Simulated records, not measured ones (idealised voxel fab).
This section sets out a process module, namely voxel spacer lines.
Cross-section cut spans 200 nm and uses square cells 5 nm in size.
A cross-section is a grid of square cells, given in bands from the top down. A band is one or more rows of cells.
The entry gives the band's vertical extent as a top height and a bottom height in nm, then its horizontal make-up as materials from left to right, each with a width in nm. "air" stands for empty space; a single material marked "all across" fills the band edge to edge.
A quick word on heights: they are counted from 0, and under that level the wafer as it came to us is one material throughout. The lowest band is different from the rest in having no bottom; it simply continues downward, written as in "from 0 down".
Per-row width for "30->40": begins at first number (top row of band), ends at second number (bottom row), increment between rows held constant.
No cell of the cross-section changed in a step that is given as "no modification".
"Fully closed voids" means: voids of 8 cells or more that are shut off from the top with no open way through. Written width x height at distance, distance from the left edge, in nm.
after a step's settings: what the simulator itself notes on the step
"overlay nm" on a masked step: distance the mask lay right of its planned place, negative for left.
-- These are the steps we planned for the process
1: RECEIVE,material Si
2: CONFORMAL_DEP,material Al2O3,thk nm 5
3: DIRECTIONAL_DEP,material SiN,thk nm 15
4: DIRECTIONAL_DEP,material polySi,thk nm 30
5: PATTERN,tone cover,mask id MANDREL,material resist,width nm 25,pitch nm 70,thk nm 40,overlay nm 0
6: DIRECTIONAL_ETCH,etch materials polySi,depth nm 30
7: STRIP,etch materials resist
8: CONFORMAL_DEP,material SiO2,thk nm 10
9: DIRECTIONAL_ETCH,etch materials SiO2,depth nm 10
10: STRIP,etch materials polySi
11: DIRECTIONAL_ETCH,etch materials SiN,depth nm 15
12: STRIP,etch materials SiO2
-- What follows covers the first of two wafers; it ran as planned
-- Cross-section: wafer on arrival = after step 1
  from 0 down = Si all across
  Fully closed voids: none
-- The following cross-section depicts the wafer upon completion of step 2
  from 5 to 0 = Al2O3 all across
  Note: structure below 0 unchanged.
-- The following cross-section depicts the wafer upon completion of step 3
  from 20 to 5 = SiN all across
  Note: structure below 5 unchanged.
-- The following cross-section depicts the wafer upon completion of step 4
  from 50 to 20 = polySi all across
  Note: structure below 20 unchanged.
-- The following cross-section depicts the wafer upon completion of step 5
  from 90 to 50 = air (15) | resist (25) | air (45) | resist (25) | air (45) | resist (25) | air (20)
  Note: structure below 50 unchanged.
-- The following cross-section depicts the wafer upon completion of step 6
  from 90 to 50 = air (15) | resist (25) | air (45) | resist (25) | air (45) | resist (25) | air (20)
  from 50 to 20 = air (15) | polySi (25) | air (45) | polySi (25) | air (45) | polySi (25) | air (20)
  Note: structure below 20 unchanged.
-- The following cross-section depicts the wafer upon completion of step 7
  from 50 to 20 = air (15) | polySi (25) | air (45) | polySi (25) | air (45) | polySi (25) | air (20)
  Note: structure below 20 unchanged.
-- The following cross-section depicts the wafer upon completion of step 8
  from 60 to 50 = air (5) | SiO2 (45) | air (25) | SiO2 (45) | air (25) | SiO2 (45) | air (10)
  from 50 to 30 = air (5) | SiO2 (10) | polySi (25) | SiO2 (10) | air (25) | SiO2 (10) | polySi (25) | SiO2 (10) | air (25) | SiO2 (10) | polySi (25) | SiO2 (10) | air (10)
  from 30 to 20 = SiO2 (15) | polySi (25) | SiO2 (45) | polySi (25) | SiO2 (45) | polySi (25) | SiO2 (20)
  Note: structure below 20 unchanged.
-- The following cross-section depicts the wafer upon completion of step 9
  from 50 to 20 = air (5) | SiO2 (10) | polySi (25) | SiO2 (10) | air (25) | SiO2 (10) | polySi (25) | SiO2 (10) | air (25) | SiO2 (10) | polySi (25) | SiO2 (10) | air (10)
  Note: structure below 20 unchanged.
-- The following cross-section depicts the wafer upon completion of step 10
  from 50 to 20 = air (5) | SiO2 (10) | air (25) | SiO2 (10) | air (25) | SiO2 (10) | air (25) | SiO2 (10) | air (25) | SiO2 (10) | air (25) | SiO2 (10) | air (10)
  Note: structure below 20 unchanged.
-- The following cross-section depicts the wafer upon completion of step 11
  from 50 to 20 = air (5) | SiO2 (10) | air (25) | SiO2 (10) | air (25) | SiO2 (10) | air (25) | SiO2 (10) | air (25) | SiO2 (10) | air (25) | SiO2 (10) | air (10)
  from 20 to 5 = air (5) | SiN (10) | air (25) | SiN (10) | air (25) | SiN (10) | air (25) | SiN (10) | air (25) | SiN (10) | air (25) | SiN (10) | air (10)
  Note: structure below 5 unchanged.
-- The following cross-section depicts the wafer upon completion of step 12
  from 20 to 5 = air (5) | SiN (10) | air (25) | SiN (10) | air (25) | SiN (10) | air (25) | SiN (10) | air (25) | SiN (10) | air (25) | SiN (10) | air (10)
  Note: structure below 5 unchanged.
-- The second wafer was prepared from the same starting point and under the same plan as the first; its processing contained one mistake, and it remains indistinguishable from the first wafer up to and including step 7
-- Second wafer, cross-section, planned end of step 8
  from 55 to 50 = air (10) | SiO2 (35) | air (35) | SiO2 (35) | air (35) | SiO2 (35) | air (15)
  from 50 to 25 = air (10) | SiO2 (5) | polySi (25) | SiO2 (5) | air (35) | SiO2 (5) | polySi (25) | SiO2 (5) | air (35) | SiO2 (5) | polySi (25) | SiO2 (5) | air (15)
  from 25 to 20 = SiO2 (15) | polySi (25) | SiO2 (45) | polySi (25) | SiO2 (45) | polySi (25) | SiO2 (20)
  Note: structure below 20 unchanged.
-- Second wafer, cross-section, planned end of step 9
  from 50 to 45 = air (15) | polySi (25) | air (45) | polySi (25) | air (45) | polySi (25) | air (20)
  from 45 to 20 = air (10) | SiO2 (5) | polySi (25) | SiO2 (5) | air (35) | SiO2 (5) | polySi (25) | SiO2 (5) | air (35) | SiO2 (5) | polySi (25) | SiO2 (5) | air (15)
  Note: structure below 20 unchanged.
-- Second wafer, cross-section, planned end of step 10
  from 45 to 20 = air (10) | SiO2 (5) | air (25) | SiO2 (5) | air (35) | SiO2 (5) | air (25) | SiO2 (5) | air (35) | SiO2 (5) | air (25) | SiO2 (5) | air (15)
  Note: structure below 20 unchanged.
-- Second wafer, cross-section, planned end of step 11
  from 45 to 20 = air (10) | SiO2 (5) | air (25) | SiO2 (5) | air (35) | SiO2 (5) | air (25) | SiO2 (5) | air (35) | SiO2 (5) | air (25) | SiO2 (5) | air (15)
  from 20 to 5 = air (10) | SiN (5) | air (25) | SiN (5) | air (35) | SiN (5) | air (25) | SiN (5) | air (35) | SiN (5) | air (25) | SiN (5) | air (15)
  Note: structure below 5 unchanged.
-- Second wafer, cross-section, planned end of step 12
  from 20 to 5 = air (10) | SiN (5) | air (25) | SiN (5) | air (35) | SiN (5) | air (25) | SiN (5) | air (35) | SiN (5) | air (25) | SiN (5) | air (15)
  Note: structure below 5 unchanged.
Deviation from plan: in deviation from the planned setting, step 8 was conducted as CONFORMAL_DEP,material SiO2,thk nm 5
Final difference in cells, second wafer against first, listed per material as more or fewer: -18 SiN
